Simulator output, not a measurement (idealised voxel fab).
This is a process module. Its name is voxel spacer lines.
Pictured: cross-section cut, 225 nm wide, on a grid of 5 nm square cells.
Heads up, the way a cross-section reads in here is a grid of square cells, handed over as bands from the top down, with every band being one or more rows of cells.
Heights first: top, then bottom, in nm. Then materials, left to right, each with a width in nm. "full width" on a single material: fills the band edge to edge. "empty": empty space.
The reference from which all heights are counted is 0, the level beneath which the as-received wafer is entirely one material; the lowest band, having no lower bound, proceeds downward and is written after the example "0 nm and below".
Per-row width for "30..40": begins at first number (top row of band), ends at second number (bottom row), increment between rows held constant.
"identical to before" for a step: no cell of the cross-section changed in that step.
You'll see "Trapped void list" listing empty spaces that have no way open to the top, as long as they're 8 cells or more; the notation is width x height at distance, where the distance is from the left edge, and all of it is in nm.
Post-settings text on a step line: simulator's own remark regarding the step.
"overlay nm" on a masked step: distance the mask lay right of its planned place, negative for left.

## List of planned process steps
1 RECEIVE (material Si)
2 CONFORMAL_DEP (material Al2O3; thk nm 10)
3 DIRECTIONAL_DEP (material TiN; thk nm 10)
4 DIRECTIONAL_DEP (material aC; thk nm 25)
5 PATTERN (tone cover; mask id MANDREL; material resist; width nm 25; pitch nm 70; thk nm 35; overlay nm 0)
6 DIRECTIONAL_ETCH (etch materials aC; depth nm 25)
7 STRIP (etch materials resist)
8 CONFORMAL_DEP (material SiO2; thk nm 10)
9 DIRECTIONAL_ETCH (etch materials SiO2; depth nm 10)
10 STRIP (etch materials aC)
11 DIRECTIONAL_ETCH (etch materials TiN; depth nm 10)
12 STRIP (etch materials SiO2)
13 FILL_DEP (material lowk; thk nm 10)
14 CMP (height nm 20)

## On the first of the two wafers: run conducted according to plan

## Cross-section of the wafer upon arrival, representing the state reached after step 1
    0 nm and below  Si full width
    Trapped void list: none

## You're looking at a cross-section of the wafer after step 2
    10 nm to 0 nm  Al2O3 full width
    At heights below 0, the structure remains unaltered.

## You're looking at a cross-section of the wafer after step 3
    20 nm to 10 nm  TiN full width
    At heights below 10, the structure remains unaltered.

## You're looking at a cross-section of the wafer after step 4
    45 nm to 20 nm  aC full width
    At heights below 20, the structure remains unaltered.

## You're looking at a cross-section of the wafer after step 5
    80 nm to 45 nm  empty 30; resist 25; empty 45; resist 25; empty 45; resist 25; empty 30
    At heights below 45, the structure remains unaltered.

## You're looking at a cross-section of the wafer after step 6
    55 nm to 45 nm  empty 30; resist 25; empty 45; resist 25; empty 45; resist 25; empty 30
    45 nm to 20 nm  empty 30; aC 25; empty 45; aC 25; empty 45; aC 25; empty 30
    At heights below 20, the structure remains unaltered.

## You're looking at a cross-section of the wafer after step 7
    45 nm to 20 nm  empty 30; aC 25; empty 45; aC 25; empty 45; aC 25; empty 30
    At heights below 20, the structure remains unaltered.

## You're looking at a cross-section of the wafer after step 8
    55 nm to 45 nm  empty 20; SiO2 45; empty 25; SiO2 45; empty 25; SiO2 45; empty 20
    45 nm to 30 nm  empty 20; SiO2 10; aC 25; SiO2 10; empty 25; SiO2 10; aC 25; SiO2 10; empty 25; SiO2 10; aC 25; SiO2 10; empty 20
    30 nm to 20 nm  SiO2 30; aC 25; SiO2 45; aC 25; SiO2 45; aC 25; SiO2 30
    At heights below 20, the structure remains unaltered.

## You're looking at a cross-section of the wafer after step 9
    45 nm to 20 nm  empty 20; SiO2 10; aC 25; SiO2 10; empty 25; SiO2 10; aC 25; SiO2 10; empty 25; SiO2 10; aC 25; SiO2 10; empty 20
    At heights below 20, the structure remains unaltered.

## You're looking at a cross-section of the wafer after step 10
    45 nm to 20 nm  empty 20; SiO2 10; empty 25; SiO2 10; empty 25; SiO2 10; empty 25; SiO2 10; empty 25; SiO2 10; empty 25; SiO2 10; empty 20
    At heights below 20, the structure remains unaltered.

## You're looking at a cross-section of the wafer after step 11
    45 nm to 20 nm  empty 20; SiO2 10; empty 25; SiO2 10; empty 25; SiO2 10; empty 25; SiO2 10; empty 25; SiO2 10; empty 25; SiO2 10; empty 20
    20 nm to 10 nm  empty 20; TiN 10; empty 25; TiN 10; empty 25; TiN 10; empty 25; TiN 10; empty 25; TiN 10; empty 25; TiN 10; empty 20
    At heights below 10, the structure remains unaltered.

## You're looking at a cross-section of the wafer after step 12
    20 nm to 10 nm  empty 20; TiN 10; empty 25; TiN 10; empty 25; TiN 10; empty 25; TiN 10; empty 25; TiN 10; empty 25; TiN 10; empty 20
    At heights below 10, the structure remains unaltered.

## You're looking at a cross-section of the wafer after step 13
    30 nm to 20 nm  lowk full width
    20 nm to 10 nm  lowk 20; TiN 10; lowk 25; TiN 10; lowk 25; TiN 10; lowk 25; TiN 10; lowk 25; TiN 10; lowk 25; TiN 10; lowk 20
    At heights below 10, the structure remains unaltered.

## You're looking at a cross-section of the wafer after step 14
    20 nm to 10 nm  lowk 20; TiN 10; lowk 25; TiN 10; lowk 25; TiN 10; lowk 25; TiN 10; lowk 25; TiN 10; lowk 25; TiN 10; lowk 20
    At heights below 10, the structure remains unaltered.

## second wafer: like start, like plan, one mistake. Through step 1 it matches the first wafer

## The second wafer in cross-section, at the planned close of step 2
    10 nm to 0 nm  lowk full width
    At heights below 0, the structure remains unaltered.

## The second wafer in cross-section, at the planned close of step 3
    20 nm to 10 nm  TiN full width
    At heights below 10, the structure remains unaltered.

## The second wafer in cross-section, at the planned close of step 4
    45 nm to 20 nm  aC full width
    At heights below 20, the structure remains unaltered.

## The second wafer in cross-section, at the planned close of step 5
    80 nm to 45 nm  empty 30; resist 25; empty 45; resist 25; empty 45; resist 25; empty 30
    At heights below 45, the structure remains unaltered.

## The second wafer in cross-section, at the planned close of step 6
    55 nm to 45 nm  empty 30; resist 25; empty 45; resist 25; empty 45; resist 25; empty 30
    45 nm to 20 nm  empty 30; aC 25; empty 45; aC 25; empty 45; aC 25; empty 30
    At heights below 20, the structure remains unaltered.

## The second wafer in cross-section, at the planned close of step 7
    45 nm to 20 nm  empty 30; aC 25; empty 45; aC 25; empty 45; aC 25; empty 30
    At heights below 20, the structure remains unaltered.

## The second wafer in cross-section, at the planned close of step 8
    55 nm to 45 nm  empty 20; SiO2 45; empty 25; SiO2 45; empty 25; SiO2 45; empty 20
    45 nm to 30 nm  empty 20; SiO2 10; aC 25; SiO2 10; empty 25; SiO2 10; aC 25; SiO2 10; empty 25; SiO2 10; aC 25; SiO2 10; empty 20
    30 nm to 20 nm  SiO2 30; aC 25; SiO2 45; aC 25; SiO2 45; aC 25; SiO2 30
    At heights below 20, the structure remains unaltered.

## The second wafer in cross-section, at the planned close of step 9
    45 nm to 20 nm  empty 20; SiO2 10; aC 25; SiO2 10; empty 25; SiO2 10; aC 25; SiO2 10; empty 25; SiO2 10; aC 25; SiO2 10; empty 20
    At heights below 20, the structure remains unaltered.

## The second wafer in cross-section, at the planned close of step 10
    45 nm to 20 nm  empty 20; SiO2 10; empty 25; SiO2 10; empty 25; SiO2 10; empty 25; SiO2 10; empty 25; SiO2 10; empty 25; SiO2 10; empty 20
    At heights below 20, the structure remains unaltered.

## The second wafer in cross-section, at the planned close of step 11
    45 nm to 20 nm  empty 20; SiO2 10; empty 25; SiO2 10; empty 25; SiO2 10; empty 25; SiO2 10; empty 25; SiO2 10; empty 25; SiO2 10; empty 20
    20 nm to 10 nm  empty 20; TiN 10; empty 25; TiN 10; empty 25; TiN 10; empty 25; TiN 10; empty 25; TiN 10; empty 25; TiN 10; empty 20
    At heights below 10, the structure remains unaltered.

## The second wafer in cross-section, at the planned close of step 12
    20 nm to 10 nm  empty 20; TiN 10; empty 25; TiN 10; empty 25; TiN 10; empty 25; TiN 10; empty 25; TiN 10; empty 25; TiN 10; empty 20
    At heights below 10, the structure remains unaltered.

## The second wafer in cross-section, at the planned close of step 13
    30 nm to 20 nm  lowk full width
    20 nm to 10 nm  lowk 20; TiN 10; lowk 25; TiN 10; lowk 25; TiN 10; lowk 25; TiN 10; lowk 25; TiN 10; lowk 25; TiN 10; lowk 20
    At heights below 10, the structure remains unaltered.

## The second wafer in cross-section, at the planned close of step 14
    20 nm to 10 nm  lowk 20; TiN 10; lowk 25; TiN 10; lowk 25; TiN 10; lowk 25; TiN 10; lowk 25; TiN 10; lowk 25; TiN 10; lowk 20
    At heights below 10, the structure remains unaltered.
The mistake made against the process plan was this: step 2 ran differently from the plan; actual operation with settings: CONFORMAL_DEP (material lowk; thk nm 10)
Count the cells at the end and the second wafer has more or fewer of some materials than the first: -90 Al2O3 | +90 lowk
